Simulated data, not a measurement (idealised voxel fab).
The document below concerns the process module designated voxel self aligned contacts.
cross-section cut | 185 nm wide | cells 5 nm
Bands, listed from the top down, are how a cross-section gets written in this document; the cross-section itself is a grid of square cells, and a band is one or more rows of them.
Band: top and bottom heights (nm) first, top before bottom; then materials from left to right, widths in nm. "everywhere" marks a sole material filling the band edge to edge. "empty" denotes empty space.
Height is counted from the level 0, under which the received wafer is composed throughout of one material. The lowest of the bands is not closed at the bottom but continues downward, in the notation "0..down".
Think of "30..40" as a width that walks from the first number to the second as you go down the band, top row to bottom row, taking equal-sized steps from row to row.
"left unchanged" (step): cross-section cells unchanged, all of them.
The entry "Trapped voids" lists the empty spaces that cover at least 8 cells and have no open path to the top. Each is written as width x height at distance, where the distance is measured from the left edge and all three values are in nm.
On each step's line, the part that comes after the settings is the simulator's own comment on the step.
You can add "overlay nm" to a step's line. For a step with a mask, it describes how far the mask lay to the right of its planned position, and a negative number describes a lay to the left.
## Process steps foreseen in the plan
1) RECEIVE, material Si
2) CONFORMAL_DEP, material SiO2, thk nm 5
3) DIRECTIONAL_DEP, material polySi, thk nm 25
4) DIRECTIONAL_DEP, material SiN, thk nm 20
5) MASKED_ETCH, tone cover, mask id GATE, width nm 25, pitch nm 55, etch materials SiN, depth nm 20, overlay nm 0
6) MASKED_ETCH, tone cover, mask id GATE, width nm 25, pitch nm 55, etch materials polySi, depth nm 25, overlay nm 0
7) CONFORMAL_DEP, material SiN, thk nm 5
8) DIRECTIONAL_ETCH, etch materials SiN, depth nm 5
9) FILL_DEP, material SiO2, thk nm 15
10) CMP, height nm 60
11) DIRECTIONAL_DEP, material aC, thk nm 15
12) PATTERN, tone open, mask id CONTACT, material resist, width nm 40, thk nm 35, overlay nm 0
13) DIRECTIONAL_ETCH, etch materials aC, depth nm 15
14) STRIP, etch materials resist
15) DIRECTIONAL_ETCH, etch materials SiO2, depth nm 60
16) STRIP, etch materials aC
17) CONFORMAL_DEP, material TiN, thk nm 5
18) FILL_DEP, material Ru, thk nm 10
19) CMP, height nm 60
20) CONFORMAL_DEP, material SiCN, thk nm 5
## Here's what the wafer looked like in cross-section when it arrived - that's after step 1
  0..down: Si everywhere
  Trapped voids: none
## Post-module cross-section: identical start and plan to those above, one misstep in execution
  65..60: SiCN everywhere
  60..55: 45 SiO2 / 35 SiN / 5 TiN / 10 Ru / 5 TiN / 35 SiN / 50 SiO2
  55..50: 45 SiO2 / 35 SiN / 20 TiN / 35 SiN / 50 SiO2
  50..30: SiN everywhere
  30..5: polySi everywhere
  5..0: SiO2 everywhere
  0..down: Si everywhere
  Trapped voids: none
Want to know what went wrong? twice over, step 4 of the plan was run
